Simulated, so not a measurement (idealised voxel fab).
process module | voxel wiring stack
Square cell edge 5 nm, section width 185 nm, ID cut.
Format of a cross-section: grid, square cells. Given as bands. Order: top down. Band: one or more rows of cells.
This entry defines a band. It first specifies the height of the band's top and the height of its bottom in nm, and then specifies the band's materials from left to right, stating each material with its width in nm. The word "throughout" identifies a single material that fills the band from edge to edge, while the word "air" identifies empty space.
The reference from which all heights are counted is 0, the level beneath which the as-received wafer is entirely one material; the lowest band, having no lower bound, proceeds downward and is written after the example "0 and below".
Graded width ("30->40"): value in top row of band = first number; value in bottom row = second number; row-to-row change constant.
"stayed the same", as given for a step, is the statement that not any cell of the cross-section underwent a change during that step.
"Enclosed void listing" means: voids of 8 cells or more that are shut off from the top with no open way through. Written width x height at distance, distance from the left edge, in nm.
Note: text after step settings on the step line = simulator remark on that step.
overlay nm: on a step with a mask, how far right of its planned place the mask lay; negative means left.
So the way this works: pairs, before and after one process step. The after picture only goes down to the lowest band that actually changed, nothing below. Step and its settings are under each pair. And watch out, pairs might come from different runs of this module, same starting wafer though, so a pair only follows on from the one above if its "Ex-ante state" entry tells you so.

EX-ANTE STATE
125 down to 110: lowk 30 / air 30 / lowk 15 / air 30 / lowk 15 / air 30 / lowk 35
110 down to 100: lowk 30 / air 15 / lowk 30 / air 15 / lowk 30 / air 15 / lowk 50
100 down to 95: SiCN 30 / air 15 / SiCN 30 / air 15 / SiCN 30 / air 15 / SiCN 50
95 down to 90: SiCN 25 / Ru 40 / SiCN 5 / Ru 40 / SiCN 5 / Ru 40 / SiCN 30
90 down to 65: lowk 30 / TiN 5 / Cu 20 / TiN 5 / lowk 15 / TiN 5 / Cu 20 / TiN 5 / lowk 15 / TiN 5 / Cu 20 / TiN 5 / lowk 35
65 down to 60: SiN 30 / TiN 30 / SiN 15 / TiN 30 / SiN 15 / TiN 30 / SiN 35
60 down to 50: lowk 30 / SiN 5 / TiN 5 / SiN 5 / lowk 75 / SiN 5 / TiN 5 / SiN 5 / lowk 50
50 down to 45: SiCN 30 / SiN 5 / TiN 5 / SiN 5 / SiCN 75 / SiN 5 / TiN 5 / SiN 5 / SiCN 50
45 down to 20: Ru 30 / SiCN 5 / SiO2 20 / SiCN 5 / Ru 15 / SiCN 5 / SiO2 20 / SiCN 5 / Ru 15 / SiCN 5 / SiO2 20 / SiCN 5 / Ru 35
20 down to 15: TiN 30 / SiCN 30 / TiN 15 / SiCN 30 / TiN 15 / SiCN 30 / TiN 35
15 down to 0: SiO2 throughout
0 and below: Si throughout
Enclosed void listing: none

RESULTANT CROSS-SECTION
130 down to 125: TiN 35 / air 20 / TiN 25 / air 20 / TiN 25 / air 20 / TiN 40
125 down to 115: lowk 30 / TiN 5 / air 20 / TiN 5 / lowk 15 / TiN 5 / air 20 / TiN 5 / lowk 15 / TiN 5 / air 20 / TiN 5 / lowk 35
115 down to 110: lowk 30 / TiN 5 / air 5 / TiN 20 / lowk 15 / TiN 5 / air 5 / TiN 20 / lowk 15 / TiN 5 / air 5 / TiN 20 / lowk 35
110 down to 100: lowk 30 / TiN 5 / air 5 / TiN 5 / lowk 30 / TiN 5 / air 5 / TiN 5 / lowk 30 / TiN 5 / air 5 / TiN 5 / lowk 50
100 down to 95: SiCN 30 / TiN 15 / SiCN 30 / TiN 15 / SiCN 30 / TiN 15 / SiCN 50
Everything below 95 is unchanged.
Enclosed void listing: none
The process step bridging the two cross-sections above: op CONFORMAL_DEP | material TiN | thk nm 5

Ex-ante state: as shown after the step in the preceding pair, directly above.

RESULTANT CROSS-SECTION
140 down to 130: Cu throughout
130 down to 125: TiN 35 / Cu 20 / TiN 25 / Cu 20 / TiN 25 / Cu 20 / TiN 40
125 down to 115: lowk 30 / TiN 5 / Cu 20 / TiN 5 / lowk 15 / TiN 5 / Cu 20 / TiN 5 / lowk 15 / TiN 5 / Cu 20 / TiN 5 / lowk 35
115 down to 110: lowk 30 / TiN 5 / Cu 5 / TiN 20 / lowk 15 / TiN 5 / Cu 5 / TiN 20 / lowk 15 / TiN 5 / Cu 5 / TiN 20 / lowk 35
110 down to 100: lowk 30 / TiN 5 / Cu 5 / TiN 5 / lowk 30 / TiN 5 / Cu 5 / TiN 5 / lowk 30 / TiN 5 / Cu 5 / TiN 5 / lowk 50
Everything below 100 is unchanged.
Enclosed void listing: none
The process step bridging the two cross-sections above: op FILL_DEP | material Cu | thk nm 10

Ex-ante state: as shown after the step in the preceding pair, directly above.

RESULTANT CROSS-SECTION
125 down to 115: lowk 30 / TiN 5 / Cu 20 / TiN 5 / lowk 15 / TiN 5 / Cu 20 / TiN 5 / lowk 15 / TiN 5 / Cu 20 / TiN 5 / lowk 35
Everything below 115 is unchanged.
Enclosed void listing: none
The process step bridging the two cross-sections above: op CMP | height nm 125

Ex-ante state: as shown after the step in the preceding pair, directly above.

RESULTANT CROSS-SECTION
130 down to 125: SiN throughout
Everything below 125 is unchanged.
Enclosed void listing: none
The process step bridging the two cross-sections above: op CONFORMAL_DEP | material SiN | thk nm 5
